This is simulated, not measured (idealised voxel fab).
You're looking at the process module voxel wiring stack.
For reference, the cross-section in this document is cut, with width 165 nm and square cells of 5 nm.
We lay out every cross-section as a grid of square cells and spell it out in bands from the top down, where one band means one or more rows of cells.
Band entry format. Leading values: height of top, height of bottom, nm. Remainder: materials in left-to-right order, each with its width in nm. Special words: "throughout" on a single material, which then fills the band edge to edge; "air", empty space.
Height 0 is the level under which the wafer as received is all one material. The lowest band goes on downwards, as in "z 0 and below".
A width given as "30->40" starts at the first number in the band's top row and ends at the second number in its bottom row, shifting by an equal amount at every step from row to row.
Where the words "remained unchanged" appear for a step, the cross-section shows no cell changed by that step; every cell remained as before.
Each empty space that has no open way to the top and spans at least 8 cells appears under "Catalogued sealed voids" as width x height at distance, the distance counted from the left edge, all in nm.
Anything after a step's settings on that line? It's the simulator's own note about the step.
What "overlay nm" on a step's line means: if the step has a mask, that mask lay this far to the right of its planned place, or, when the value is negative, to the left.
Here's what the planned process steps look like:
1 RECEIVE (material Si)
2 CONFORMAL_DEP (material SiO2; thk nm 10)
3 DIRECTIONAL_DEP (material TiN; thk nm 5)
4 DIRECTIONAL_DEP (material W; thk nm 25)
5 PATTERN (tone cover; mask id METAL_1; material resist; width nm 20; pitch nm 40; thk nm 15; overlay nm 0)
6 DIRECTIONAL_ETCH (etch materials W; depth nm 25)
7 DIRECTIONAL_ETCH (etch materials TiN; depth nm 5)
8 STRIP (etch materials resist)
9 CONFORMAL_DEP (material SiCN; thk nm 5)
10 FILL_DEP (material lowk; thk nm 10)
11 CMP (height nm 40)
12 CONFORMAL_DEP (material SiCN; thk nm 5)
13 DIRECTIONAL_DEP (material SiO2; thk nm 20)
14 DIRECTIONAL_DEP (material aC; thk nm 10)
15 PATTERN (tone open; mask id PLUG_1; material resist; width nm 15; pitch nm 40; thk nm 25; overlay nm 0)
16 DIRECTIONAL_ETCH (etch materials aC; depth nm 10)
17 STRIP (etch materials resist)
18 DIRECTIONAL_ETCH (etch materials SiO2; depth nm 20)
19 DIRECTIONAL_ETCH (etch materials SiCN; depth nm 5)
20 STRIP (etch materials aC)
21 CONFORMAL_DEP (material TiN; thk nm 5)
22 FILL_DEP (material Cu; thk nm 10)
23 CMP (height nm 65)
24 DIRECTIONAL_DEP (material TiN; thk nm 5)
25 DIRECTIONAL_DEP (material Ru; thk nm 15)
26 PATTERN (tone cover; mask id METAL_2; material resist; width nm 20; pitch nm 40; thk nm 20; overlay nm 0)
27 DIRECTIONAL_ETCH (etch materials Ru; depth nm 15)
28 DIRECTIONAL_ETCH (etch materials TiN; depth nm 5)
29 STRIP (etch materials resist)
30 FILL_DEP (material lowk; thk nm 10)
31 CMP (height nm 85)
32 CONFORMAL_DEP (material SiCN; thk nm 5)
33 DIRECTIONAL_DEP (material lowk; thk nm 20)
34 PATTERN (tone open; mask id PLUG_2; material resist; width nm 15; pitch nm 40; thk nm 15; overlay nm 0)
35 DIRECTIONAL_ETCH (etch materials lowk; depth nm 20)
36 DIRECTIONAL_ETCH (etch materials SiCN; depth nm 5)
37 STRIP (etch materials resist)
38 EPI (material Ru; thk nm 10)
39 EPI (material Ru; thk nm 10)
40 EPI (material Ru; thk nm 5)
41 DIRECTIONAL_DEP (material TiN; thk nm 5)
42 DIRECTIONAL_DEP (material Ru; thk nm 15)
43 DIRECTIONAL_DEP (material aC; thk nm 10)
44 PATTERN (tone cover; mask id METAL_3; material resist; width nm 20; pitch nm 40; thk nm 25; overlay nm 0)
45 DIRECTIONAL_ETCH (etch materials aC; depth nm 10)
46 STRIP (etch materials resist)
47 DIRECTIONAL_ETCH (etch materials Ru; depth nm 15)
48 DIRECTIONAL_ETCH (etch materials TiN; depth nm 5)
49 STRIP (etch materials aC)
50 CONFORMAL_DEP (material SiN; thk nm 5)
51 FILL_DEP (material SiO2; thk nm 10)
52 CMP (height nm 130)
53 CONFORMAL_DEP (material SiCN; thk nm 5)
54 DIRECTIONAL_DEP (material lowk; thk nm 20)
55 MASKED_ETCH (tone open; mask id PLUG_3; width nm 15; pitch nm 40; etch materials lowk; depth nm 20; overlay nm 0)
56 MASKED_ETCH (tone open; mask id PLUG_3; width nm 15; pitch nm 40; etch materials SiCN; depth nm 5; overlay nm 0)
57 EPI (material Ru; thk nm 10)
58 EPI (material Ru; thk nm 10)
59 EPI (material Ru; thk nm 5)
60 DIRECTIONAL_DEP (material TiN; thk nm 5)
61 DIRECTIONAL_DEP (material W; thk nm 15)
62 MASKED_ETCH (tone cover; mask id METAL_4; width nm 20; pitch nm 40; etch materials W; depth nm 15; overlay nm 0)
63 MASKED_ETCH (tone cover; mask id METAL_4; width nm 20; pitch nm 40; etch materials TiN; depth nm 5; overlay nm 0)
64 FILL_DEP (material SiO2; thk nm 10)
65 CMP (height nm 175)
66 CONFORMAL_DEP (material SiCN; thk nm 5)
As received, after step 1:
z 0 and below | Si throughout
Catalogued sealed voids: none
Cross-sectional result after module completion. Note: starting condition and plan are unchanged from above; one processing mistake was made:
z 180 to 175 | SiCN throughout
z 175 to 170 | SiO2 30, then W 20, then SiO2 20, then W 20, then SiO2 20, then W 20, then SiO2 35
z 170 to 165 | SiO2 30, then TiN 20, then SiO2 20, then TiN 20, then SiO2 20, then TiN 20, then SiO2 35
z 165 to 155 | SiO2 20, then Ru 35, then SiO2 5, then Ru 35, then SiO2 5, then Ru 35, then SiO2 30
z 155 to 135 | lowk 30, then Ru 15, then lowk 25, then Ru 15, then lowk 25, then Ru 15, then lowk 40
z 135 to 130 | SiCN 30, then Ru 15, then SiCN 25, then Ru 15, then SiCN 25, then Ru 15, then SiCN 40
z 130 to 115 | SiO2 25, then SiN 5, then Ru 20, then SiN 5, then SiO2 10, then SiN 5, then Ru 20, then SiN 5, then SiO2 10, then SiN 5, then Ru 20, then SiN 5, then SiO2 30
z 115 to 110 | SiN 30, then TiN 20, then SiN 20, then TiN 20, then SiN 20, then TiN 20, then SiN 35
z 110 to 90 | lowk 30, then Ru 15, then lowk 25, then Ru 15, then lowk 25, then Ru 15, then lowk 40
z 90 to 85 | SiCN 30, then Ru 15, then SiCN 25, then Ru 15, then SiCN 25, then Ru 15, then SiCN 40
z 85 to 70 | lowk 30, then Ru 20, then lowk 20, then Ru 20, then lowk 20, then Ru 20, then lowk 35
z 70 to 65 | lowk 30, then TiN 20, then lowk 20, then TiN 20, then lowk 20, then TiN 20, then lowk 35
z 65 to 45 | SiO2 30, then TiN 5, then Cu 5, then TiN 5, then SiO2 25, then TiN 5, then Cu 5, then TiN 5, then SiO2 25, then TiN 5, then Cu 5, then TiN 5, then SiO2 40
z 45 to 40 | SiCN 30, then TiN 15, then SiCN 25, then TiN 15, then SiCN 25, then TiN 15, then SiCN 40
z 40 to 15 | lowk 25, then SiCN 5, then W 20, then SiCN 5, then lowk 10, then SiCN 5, then W 20, then SiCN 5, then lowk 10, then SiCN 5, then W 20, then SiCN 5, then lowk 30
z 15 to 10 | SiCN 30, then TiN 20, then SiCN 20, then TiN 20, then SiCN 20, then TiN 20, then SiCN 35
z 10 to 0 | SiO2 throughout
z 0 and below | Si throughout
Catalogued sealed voids: none
What broke from the plan during processing? one of the like steps 57 and 58 was run twice, and which one is unknowable
